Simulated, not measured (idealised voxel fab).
Presented below is a process module, voxel fin reveal.
The cross-section on display is named cut; it measures 270 nm wide, and its cells are 5 nm squares.
In this document a cross-section is written as a grid of square cells. It is given as a series of bands, listed from the top down, and a band is one or more rows of cells. Per band: top height and bottom height in nm, followed by the left-to-right materials and their widths in nm; "throughout" marks a single material spanning edge to edge, "air" marks empty space. Heights are measured from 0, the level below which the as-received wafer is all one material; the lowest band has no bottom and continues downward, written as in "0 and below". The notation "30->40" denotes a width that varies across the rows of cells in the band, beginning at the first number in the top row, finishing at the second number in the bottom row, and changing by an identical amount from each row to the next. Step marked "remained unchanged"? Then no cell in the cross-section changed in it. In the "Unvented cavities" entry, you get each enclosed empty space of 8 cells or more, one with no open way to the top, written width x height at distance, distance from the left edge, in nm. after a step's settings: what the simulator itself notes on the step. When a step includes a mask, the "overlay nm" setting on its line states how far to the right of its planned place that mask lay, and negative values state how far to the left.

-- The steps planned for the process are as follows
1) RECEIVE (material Si)
2) CONFORMAL_DEP (material SiN; thk nm 5)
3) PATTERN (tone cover; mask id FINS; material resist; width nm 15; pitch nm 35; thk nm 20; overlay nm 0)
4) DIRECTIONAL_ETCH (etch materials SiN; depth nm 5)
5) DIRECTIONAL_ETCH (etch materials Si; depth nm 35)
6) STRIP (etch materials resist)
7) OXIDIZE (depth nm 5)
8) FILL_DEP (material SiO2; thk nm 15)
9) CMP (height nm 5)
10) SELECTIVE_ETCH (etch materials SiO2; depth nm 20)
11) STRIP (etch materials SiN)
12) CONFORMAL_DEP (material SiO2; thk nm 5)

-- Shown in cross-section is the wafer as received, that is, as it stands after step 1
* 0 and below  Si throughout
* Unvented cavities: none

-- The cross-section shown corresponds to the wafer at the conclusion of the module. The initial structure and the process plan are those presented above; however, one mistake occurred in executing the plan
* 5 down to 0  air 85 nm, SiO2 15 nm, air 20 nm, SiO2 15 nm, air 20 nm, SiO2 15 nm, air 20 nm, SiO2 15 nm, air 65 nm
* 0 down to -10  air 85 nm, SiO2 5 nm, Si 5 nm, SiO2 5 nm, air 20 nm, SiO2 5 nm, Si 5 nm, SiO2 5 nm, air 20 nm, SiO2 5 nm, Si 5 nm, SiO2 5 nm, air 20 nm, SiO2 5 nm, Si 5 nm, SiO2 5 nm, air 65 nm
* -10 down to -40  SiO2 90 nm, Si 5 nm, SiO2 30 nm, Si 5 nm, SiO2 30 nm, Si 5 nm, SiO2 30 nm, Si 5 nm, SiO2 70 nm
* -40 and below  Si throughout
* Unvented cavities: none
So what did we get wrong on this run? for step 3, the planned setting was not used; the step was instead run as PATTERN (tone cover; mask id FINS; material resist; width nm 15; pitch nm 35; thk nm 20; overlay nm 10)
